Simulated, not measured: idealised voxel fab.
The following is a process module called voxel fin reveal.
Square cell edge 5 nm, section width 160 nm, ID cut.
Notation: cross-section as square-cell grid; stated in bands, top first, going down; one or more cell rows per band. Heads up on the band format: heights come first, top then bottom, in nm. After that it's the materials left to right, each with its width in nm. A single material flagged "everywhere" fills the whole band edge to edge, and "air" means there's empty space there. Note: height 0 marks the level under which the wafer is uniformly one material as received. Lowest band unbounded below, written "z 0 and below". Note: "30..40" means the width goes from the first number (top row of the band) to the second number (bottom row) in equal steps per row of cells. "nothing altered" after a step means that no cell of the cross-section changed. Each empty space that has no open way to the top and spans at least 8 cells appears under "Cavities, sealed" as width x height at distance, the distance counted from the left edge, all in nm. On each step's line, the part that comes after the settings is the simulator's own comment on the step. overlay nm: mask offset rightward from planned place, masked step; negative means leftward offset.
THIS SECTION LISTS THE PROCESS STEPS THAT WERE PLANNED
1,RECEIVE [material Si]
2,CONFORMAL_DEP [material SiN] [thk nm 5]
3,PATTERN [tone cover] [mask id FINS] [material resist] [width nm 15] [pitch nm 35] [thk nm 20] [overlay nm 0]
4,DIRECTIONAL_ETCH [etch materials SiN] [depth nm 5]
5,DIRECTIONAL_ETCH [etch materials Si] [depth nm 40]
6,STRIP [etch materials resist]
7,FILL_DEP [material SiO2] [thk nm 15]
8,CMP [height nm 5]
9,SELECTIVE_ETCH [etch materials SiO2] [depth nm 35]
10,STRIP [etch materials SiN]
CROSS-SECTIONAL VIEW OF THE WAFER IN ITS AS-RECEIVED CONDITION, CORRESPONDING TO THE STATE AFTER STEP 1
    z 0 and below: Si everywhere
    Cavities, sealed: none
WHAT THE WAFER LOOKS LIKE IN CROSS-SECTION AFTER THIS MODULE, WHEN IT STARTS AS SHOWN ABOVE AND FOLLOWS THE PLAN ABOVE BUT ONE MISTAKE IS MADE IN RUNNING IT
    z 0 to -30: air: 35  Si: 20  air: 15  Si: 20  air: 15  Si: 20  air: 35
    z -30 to -40: SiO2: 35  Si: 20  SiO2: 15  Si: 20  SiO2: 15  Si: 20  SiO2: 35
    z -40 and below: Si everywhere
    Cavities, sealed: none
Misprocessing identified: step 3: run off-plan, actual operation and settings PATTERN [tone cover] [mask id FINS] [material resist] [width nm 20] [pitch nm 35] [thk nm 20] [overlay nm 0]
